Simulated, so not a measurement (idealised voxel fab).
The document below concerns the process module designated voxel gate over fins.
Cross-section cut: width 230 nm, square cells of 5 nm.
This document writes a cross-section as a grid whose cells are square, and gives it as bands, listed from the top down; one or more rows of cells form a band.
Each band's line starts with the height of the band's top and of its bottom, in nm. Then come its materials from left to right, each with its width in nm. One material with "everywhere" fills the band from edge to edge. "blank" is empty space.
Ref level 0: as-received wafer is one material below here. Bottom band extends down with no lower bound ("0 down").
Width: "30..40" (first number = top row, second number = bottom row, same change from row to row of cells).
The designation "changes: none", where it is given for a processing step, indicates that no cell of the cross-section was altered in the course of that step.
The list in "Sealed void listing" covers empty spaces of 8 cells or more that cannot reach the top through any open way, and it gives each as width x height at distance; the distance is from the left edge, and width, height and distance are in nm.
That trailing text on a step's line, after the settings, is the simulator's own remark on the step.
overlay nm: mask offset rightward from planned place, masked step; negative means leftward offset.
BELOW IS THE LIST OF PLANNED PROCESS STEPS
1. RECEIVE | material Si
2. CONFORMAL_DEP | material SiN | thk nm 5
3. PATTERN | tone cover | mask id FINS | material resist | width nm 15 | pitch nm 60 | thk nm 20 | overlay nm 0
4. DIRECTIONAL_ETCH | etch materials SiN | depth nm 5
5. DIRECTIONAL_ETCH | etch materials Si | depth nm 35
6. STRIP | etch materials resist
7. OXIDIZE | depth nm 5
8. FILL_DEP | material SiO2 | thk nm 15
9. CMP | height nm 5
10. PATTERN | tone open | mask id RAIL | material resist | width nm 15 | thk nm 20 | overlay nm 0
11. DIRECTIONAL_ETCH | etch materials SiO2 | depth nm 35
12. STRIP | etch materials resist
13. CONFORMAL_DEP | material TiN | thk nm 5
14. FILL_DEP | material Ru | thk nm 10
15. CMP | height nm 5
16. SELECTIVE_ETCH | etch materials W Ru TiN | depth nm 30
17. FILL_DEP | material SiO2 | thk nm 5
18. CMP | height nm 5
19. SELECTIVE_ETCH | etch materials SiO2 | depth nm 20
20. STRIP | etch materials SiN
21. CONFORMAL_DEP | material HfO2 | thk nm 5
22. CONFORMAL_DEP | material TiN | thk nm 5
23. CONFORMAL_DEP | material TiAl | thk nm 5
24. CONFORMAL_DEP | material TiN | thk nm 5
25. FILL_DEP | material W | thk nm 15
26. CMP | height nm 30
27. CONFORMAL_DEP | material SiN | thk nm 10
HERE'S WHAT THE WAFER LOOKED LIKE IN CROSS-SECTION WHEN IT ARRIVED - THAT'S AFTER STEP 1
* 0 down  Si everywhere
* Sealed void listing: none
CROSS-SECTION, END OF MODULE. START: AS ABOVE. PLAN: AS ABOVE. EXECUTION: ONE MISTAKE
* 40 to 30  SiN everywhere
* 30 to 20  W everywhere
* 20 to 15  W: 60, then TiN: 45, then W: 15, then TiN: 45, then W: 65
* 15 to 10  TiN: 65, then TiAl: 35, then TiN: 25, then TiAl: 35, then TiN: 70
* 10 to 5  TiAl: 70, then TiN: 25, then TiAl: 35, then TiN: 25, then TiAl: 75
* 5 to 0  TiN: 75, then HfO2: 15, then TiN: 45, then HfO2: 15, then TiN: 80
* 0 to -5  HfO2: 80, then Si: 5, then HfO2: 55, then Si: 5, then HfO2: 85
* -5 to -25  SiO2: 80, then Si: 5, then SiO2: 55, then Si: 5, then SiO2: 85
* -25 to -30  SiO2: 80, then Si: 5, then SiO2: 20, then TiN: 15, then SiO2: 20, then Si: 5, then SiO2: 85
* -30 to -40  SiO2: 80, then Si: 5, then SiO2: 55, then Si: 5, then SiO2: 85
* -40 down  Si everywhere
* Sealed void listing: none
What broke from the plan during processing? step 19 changed vs plan, executed as SELECTIVE_ETCH | etch materials SiO2 | depth nm 10
